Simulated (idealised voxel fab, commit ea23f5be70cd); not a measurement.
The process module that follows is named voxel self aligned vias.
Section shown: cut. Width: 275 nm. Cell size: 5 nm, square.
Square cells in a grid make up a cross-section in this document, and the grid is given as bands, listed from the top down, each one or more rows of cells.
Top height, bottom height, nm. Materials left to right, width each, nm. Single material + "throughout" = fills band edge to edge. "blank" = empty.
Measure heights from 0. That's the level where, below it, the as-received wafer is all one material. The lowest band is bottomless and extends downward; write it as in "0 -> down".
A two-number width, for instance "30 to 40", indicates that the width is equal to the first number in the top row of the band and to the second number in the bottom row, and that it changes by a constant amount per row of cells.
Key: "remained unchanged" - step with no changed cell in the cross-section.
Listed in "Enclosed empty spaces": every empty space of 8 or more cells without an open way to the top. Form: width x height at distance, the distance being from the left edge, all in nm.
Whatever follows a step's settings on its line is a remark the simulator itself makes about that step.
Each step line may optionally specify "overlay nm", which for a step with a mask gives the rightward distance between the mask's planned place and where it lay, a negative value indicating the leftward direction.
**The steps planned for the process are as follows**
| 1 | RECEIVE with material Si |
| 2 | CONFORMAL_DEP with material SiO2, thk nm 15 |
| 3 | CONFORMAL_DEP with material SiCN, thk nm 5 |
| 4 | DIRECTIONAL_DEP with material SiO2, thk nm 20 |
| 5 | MASKED_ETCH with tone open, mask id LINES, width nm 30, pitch nm 55, etch materials SiO2, depth nm 20, overlay nm 0 |
| 6 | CONFORMAL_DEP with material TiN, thk nm 5 |
| 7 | FILL_DEP with material Ru, thk nm 10 |
| 8 | CMP with height nm 40 |
| 9 | SELECTIVE_ETCH with etch materials W Ru TiN, depth nm 10 |
| 10 | FILL_DEP with material SiN, thk nm 10 |
| 11 | CMP with height nm 40 |
| 12 | DIRECTIONAL_DEP with material SiO2, thk nm 20 |
| 13 | PATTERN with tone open, mask id VIAS, material resist, width nm 40, pitch nm 110, thk nm 20, overlay nm 0 |
| 14 | DIRECTIONAL_ETCH with etch materials SiO2, depth nm 20 |
| 15 | DIRECTIONAL_ETCH with etch materials SiN, depth nm 10 |
| 16 | STRIP with etch materials resist |
| 17 | CONFORMAL_DEP with material TiN, thk nm 5 |
| 18 | FILL_DEP with material W, thk nm 5 |
| 19 | CMP with height nm 60 |
| 20 | CONFORMAL_DEP with material SiCN, thk nm 5 |
**First wafer, two in total, run as planned**
**As-received wafer cross-section (after step 1)**
    0 -> down: Si throughout
    Enclosed empty spaces: none
**Wafer after step 2 (cross-section)**
    15 -> 0: SiO2 throughout
    Everything under 0 stays put, no change at all.
**Wafer after step 3 (cross-section)**
    20 -> 15: SiCN throughout
    Everything under 15 stays put, no change at all.
**Wafer after step 4 (cross-section)**
    40 -> 20: SiO2 throughout
    Everything under 20 stays put, no change at all.
**Wafer after step 5 (cross-section)**
    40 -> 20: 65 nm SiO2 / 30 nm blank / 25 nm SiO2 / 30 nm blank / 25 nm SiO2 / 30 nm blank / 70 nm SiO2
    Everything under 20 stays put, no change at all.
**Wafer after step 6 (cross-section)**
    45 -> 40: 70 nm TiN / 20 nm blank / 35 nm TiN / 20 nm blank / 35 nm TiN / 20 nm blank / 75 nm TiN
    40 -> 25: 65 nm SiO2 / 5 nm TiN / 20 nm blank / 5 nm TiN / 25 nm SiO2 / 5 nm TiN / 20 nm blank / 5 nm TiN / 25 nm SiO2 / 5 nm TiN / 20 nm blank / 5 nm TiN / 70 nm SiO2
    25 -> 20: 65 nm SiO2 / 30 nm TiN / 25 nm SiO2 / 30 nm TiN / 25 nm SiO2 / 30 nm TiN / 70 nm SiO2
    Everything under 20 stays put, no change at all.
**Wafer after step 7 (cross-section)**
    55 -> 45: Ru throughout
    45 -> 40: 70 nm TiN / 20 nm Ru / 35 nm TiN / 20 nm Ru / 35 nm TiN / 20 nm Ru / 75 nm TiN
    40 -> 25: 65 nm SiO2 / 5 nm TiN / 20 nm Ru / 5 nm TiN / 25 nm SiO2 / 5 nm TiN / 20 nm Ru / 5 nm TiN / 25 nm SiO2 / 5 nm TiN / 20 nm Ru / 5 nm TiN / 70 nm SiO2
    Everything under 25 stays put, no change at all.
**Wafer after step 8 (cross-section)**
    40 -> 25: 65 nm SiO2 / 5 nm TiN / 20 nm Ru / 5 nm TiN / 25 nm SiO2 / 5 nm TiN / 20 nm Ru / 5 nm TiN / 25 nm SiO2 / 5 nm TiN / 20 nm Ru / 5 nm TiN / 70 nm SiO2
    Everything under 25 stays put, no change at all.
**Wafer after step 9 (cross-section)**
    40 -> 30: 65 nm SiO2 / 30 nm blank / 25 nm SiO2 / 30 nm blank / 25 nm SiO2 / 30 nm blank / 70 nm SiO2
    Everything under 30 stays put, no change at all.
**Wafer after step 10 (cross-section)**
    50 -> 40: SiN throughout
    40 -> 30: 65 nm SiO2 / 30 nm SiN / 25 nm SiO2 / 30 nm SiN / 25 nm SiO2 / 30 nm SiN / 70 nm SiO2
    Everything under 30 stays put, no change at all.
**Wafer after step 11 (cross-section)**
    40 -> 30: 65 nm SiO2 / 30 nm SiN / 25 nm SiO2 / 30 nm SiN / 25 nm SiO2 / 30 nm SiN / 70 nm SiO2
    Everything under 30 stays put, no change at all.
**Wafer after step 12 (cross-section)**
    60 -> 40: SiO2 throughout
    Everything under 40 stays put, no change at all.
**Wafer after step 13 (cross-section)**
    80 -> 60: 60 nm resist / 40 nm blank / 70 nm resist / 40 nm blank / 65 nm resist
    Everything under 60 stays put, no change at all.
**Wafer after step 14 (cross-section)**
    80 -> 60: 60 nm resist / 40 nm blank / 70 nm resist / 40 nm blank / 65 nm resist
    60 -> 40: 60 nm SiO2 / 40 nm blank / 70 nm SiO2 / 40 nm blank / 65 nm SiO2
    Everything under 40 stays put, no change at all.
**Wafer after step 15 (cross-section)**
    80 -> 60: 60 nm resist / 40 nm blank / 70 nm resist / 40 nm blank / 65 nm resist
    60 -> 40: 60 nm SiO2 / 40 nm blank / 70 nm SiO2 / 40 nm blank / 65 nm SiO2
    40 -> 30: 65 nm SiO2 / 30 nm blank / 25 nm SiO2 / 30 nm SiN / 25 nm SiO2 / 30 nm blank / 70 nm SiO2
    Everything under 30 stays put, no change at all.
**Wafer after step 16 (cross-section)**
    60 -> 40: 60 nm SiO2 / 40 nm blank / 70 nm SiO2 / 40 nm blank / 65 nm SiO2
    Everything under 40 stays put, no change at all.
**Wafer after step 17 (cross-section)**
    65 -> 60: 65 nm TiN / 30 nm blank / 80 nm TiN / 30 nm blank / 70 nm TiN
    60 -> 45: 60 nm SiO2 / 5 nm TiN / 30 nm blank / 5 nm TiN / 70 nm SiO2 / 5 nm TiN / 30 nm blank / 5 nm TiN / 65 nm SiO2
    45 -> 40: 60 nm SiO2 / 10 nm TiN / 20 nm blank / 10 nm TiN / 70 nm SiO2 / 10 nm TiN / 20 nm blank / 10 nm TiN / 65 nm SiO2
    40 -> 35: 65 nm SiO2 / 5 nm TiN / 20 nm blank / 5 nm TiN / 25 nm SiO2 / 30 nm SiN / 25 nm SiO2 / 5 nm TiN / 20 nm blank / 5 nm TiN / 70 nm SiO2
    35 -> 30: 65 nm SiO2 / 30 nm TiN / 25 nm SiO2 / 30 nm SiN / 25 nm SiO2 / 30 nm TiN / 70 nm SiO2
    Everything under 30 stays put, no change at all.
**Wafer after step 18 (cross-section)**
    70 -> 65: W throughout
    65 -> 60: 65 nm TiN / 30 nm W / 80 nm TiN / 30 nm W / 70 nm TiN
    60 -> 45: 60 nm SiO2 / 5 nm TiN / 30 nm W / 5 nm TiN / 70 nm SiO2 / 5 nm TiN / 30 nm W / 5 nm TiN / 65 nm SiO2
    45 -> 40: 60 nm SiO2 / 10 nm TiN / 20 nm W / 10 nm TiN / 70 nm SiO2 / 10 nm TiN / 20 nm W / 10 nm TiN / 65 nm SiO2
    40 -> 35: 65 nm SiO2 / 5 nm TiN / 20 nm W / 5 nm TiN / 25 nm SiO2 / 30 nm SiN / 25 nm SiO2 / 5 nm TiN / 20 nm W / 5 nm TiN / 70 nm SiO2
    Everything under 35 stays put, no change at all.
**Wafer after step 19 (cross-section)**
    60 -> 45: 60 nm SiO2 / 5 nm TiN / 30 nm W / 5 nm TiN / 70 nm SiO2 / 5 nm TiN / 30 nm W / 5 nm TiN / 65 nm SiO2
    Everything under 45 stays put, no change at all.
**Wafer after step 20 (cross-section)**
    65 -> 60: SiCN throughout
    Everything under 60 stays put, no change at all.
**Regarding the second of the two wafers: it shared the first wafer's starting condition and process plan, yet one error occurred during its execution. Its history coincides with that of the first wafer up to and including step 4**
**Second wafer, section view, time point: scheduled end of step 5**
    40 -> 20: 70 nm SiO2 / 20 nm blank / 35 nm SiO2 / 20 nm blank / 35 nm SiO2 / 20 nm blank / 75 nm SiO2
    Everything under 20 stays put, no change at all.
**Second wafer, section view, time point: scheduled end of step 6**
    45 -> 40: 75 nm TiN / 10 nm blank / 45 nm TiN / 10 nm blank / 45 nm TiN / 10 nm blank / 80 nm TiN
    40 -> 25: 70 nm SiO2 / 5 nm TiN / 10 nm blank / 5 nm TiN / 35 nm SiO2 / 5 nm TiN / 10 nm blank / 5 nm TiN / 35 nm SiO2 / 5 nm TiN / 10 nm blank / 5 nm TiN / 75 nm SiO2
    25 -> 20: 70 nm SiO2 / 20 nm TiN / 35 nm SiO2 / 20 nm TiN / 35 nm SiO2 / 20 nm TiN / 75 nm SiO2
    Everything under 20 stays put, no change at all.
**Second wafer, section view, time point: scheduled end of step 7**
    55 -> 45: Ru throughout
    45 -> 40: 75 nm TiN / 10 nm Ru / 45 nm TiN / 10 nm Ru / 45 nm TiN / 10 nm Ru / 80 nm TiN
    40 -> 25: 70 nm SiO2 / 5 nm TiN / 10 nm Ru / 5 nm TiN / 35 nm SiO2 / 5 nm TiN / 10 nm Ru / 5 nm TiN / 35 nm SiO2 / 5 nm TiN / 10 nm Ru / 5 nm TiN / 75 nm SiO2
    Everything under 25 stays put, no change at all.
**Second wafer, section view, time point: scheduled end of step 8**
    40 -> 25: 70 nm SiO2 / 5 nm TiN / 10 nm Ru / 5 nm TiN / 35 nm SiO2 / 5 nm TiN / 10 nm Ru / 5 nm TiN / 35 nm SiO2 / 5 nm TiN / 10 nm Ru / 5 nm TiN / 75 nm SiO2
    Everything under 25 stays put, no change at all.
**Second wafer, section view, time point: scheduled end of step 9**
    40 -> 30: 70 nm SiO2 / 20 nm blank / 35 nm SiO2 / 20 nm blank / 35 nm SiO2 / 20 nm blank / 75 nm SiO2
    Everything under 30 stays put, no change at all.
**Second wafer, section view, time point: scheduled end of step 10**
    50 -> 40: SiN throughout
    40 -> 30: 70 nm SiO2 / 20 nm SiN / 35 nm SiO2 / 20 nm SiN / 35 nm SiO2 / 20 nm SiN / 75 nm SiO2
    Everything under 30 stays put, no change at all.
**Second wafer, section view, time point: scheduled end of step 11**
    40 -> 30: 70 nm SiO2 / 20 nm SiN / 35 nm SiO2 / 20 nm SiN / 35 nm SiO2 / 20 nm SiN / 75 nm SiO2
    Everything under 30 stays put, no change at all.
**Second wafer, section view, time point: scheduled end of step 12**
    60 -> 40: SiO2 throughout
    Everything under 40 stays put, no change at all.
**Second wafer, section view, time point: scheduled end of step 13**
    80 -> 60: 60 nm resist / 40 nm blank / 70 nm resist / 40 nm blank / 65 nm resist
    Everything under 60 stays put, no change at all.
**Second wafer, section view, time point: scheduled end of step 14**
    80 -> 60: 60 nm resist / 40 nm blank / 70 nm resist / 40 nm blank / 65 nm resist
    60 -> 40: 60 nm SiO2 / 40 nm blank / 70 nm SiO2 / 40 nm blank / 65 nm SiO2
    Everything under 40 stays put, no change at all.
**Second wafer, section view, time point: scheduled end of step 15**
    80 -> 60: 60 nm resist / 40 nm blank / 70 nm resist / 40 nm blank / 65 nm resist
    60 -> 40: 60 nm SiO2 / 40 nm blank / 70 nm SiO2 / 40 nm blank / 65 nm SiO2
    40 -> 30: 70 nm SiO2 / 20 nm blank / 35 nm SiO2 / 20 nm SiN / 35 nm SiO2 / 20 nm blank / 75 nm SiO2
    Everything under 30 stays put, no change at all.
**Second wafer, section view, time point: scheduled end of step 16**
    60 -> 40: 60 nm SiO2 / 40 nm blank / 70 nm SiO2 / 40 nm blank / 65 nm SiO2
    Everything under 40 stays put, no change at all.
**Second wafer, section view, time point: scheduled end of step 17**
    65 -> 60: 65 nm TiN / 30 nm blank / 80 nm TiN / 30 nm blank / 70 nm TiN
    60 -> 45: 60 nm SiO2 / 5 nm TiN / 30 nm blank / 5 nm TiN / 70 nm SiO2 / 5 nm TiN / 30 nm blank / 5 nm TiN / 65 nm SiO2
    45 -> 40: 60 nm SiO2 / 15 nm TiN / 10 nm blank / 15 nm TiN / 70 nm SiO2 / 15 nm TiN / 10 nm blank / 15 nm TiN / 65 nm SiO2
    40 -> 35: 70 nm SiO2 / 5 nm TiN / 10 nm blank / 5 nm TiN / 35 nm SiO2 / 20 nm SiN / 35 nm SiO2 / 5 nm TiN / 10 nm blank / 5 nm TiN / 75 nm SiO2
    35 -> 30: 70 nm SiO2 / 20 nm TiN / 35 nm SiO2 / 20 nm SiN / 35 nm SiO2 / 20 nm TiN / 75 nm SiO2
    Everything under 30 stays put, no change at all.
**Second wafer, section view, time point: scheduled end of step 18**
    70 -> 65: W throughout
    65 -> 60: 65 nm TiN / 30 nm W / 80 nm TiN / 30 nm W / 70 nm TiN
    60 -> 45: 60 nm SiO2 / 5 nm TiN / 30 nm W / 5 nm TiN / 70 nm SiO2 / 5 nm TiN / 30 nm W / 5 nm TiN / 65 nm SiO2
    45 -> 40: 60 nm SiO2 / 15 nm TiN / 10 nm W / 15 nm TiN / 70 nm SiO2 / 15 nm TiN / 10 nm W / 15 nm TiN / 65 nm SiO2
    40 -> 35: 70 nm SiO2 / 5 nm TiN / 10 nm W / 5 nm TiN / 35 nm SiO2 / 20 nm SiN / 35 nm SiO2 / 5 nm TiN / 10 nm W / 5 nm TiN / 75 nm SiO2
    Everything under 35 stays put, no change at all.
**Second wafer, section view, time point: scheduled end of step 19**
    60 -> 45: 60 nm SiO2 / 5 nm TiN / 30 nm W / 5 nm TiN / 70 nm SiO2 / 5 nm TiN / 30 nm W / 5 nm TiN / 65 nm SiO2
    Everything under 45 stays put, no change at all.
**Second wafer, section view, time point: scheduled end of step 20**
    65 -> 60: SiCN throughout
    Everything under 60 stays put, no change at all.
Deviation noted in wafer processing: for step 5, the planned setting was not used; the step was instead run as MASKED_ETCH with tone open, mask id LINES, width nm 20, pitch nm 55, etch materials SiO2, depth nm 20, overlay nm 0
End of process, cell counts, second wafer against first, materials with more or fewer: -6 Ru | -4 SiN | +24 SiO2 | -6 TiN | -8 W
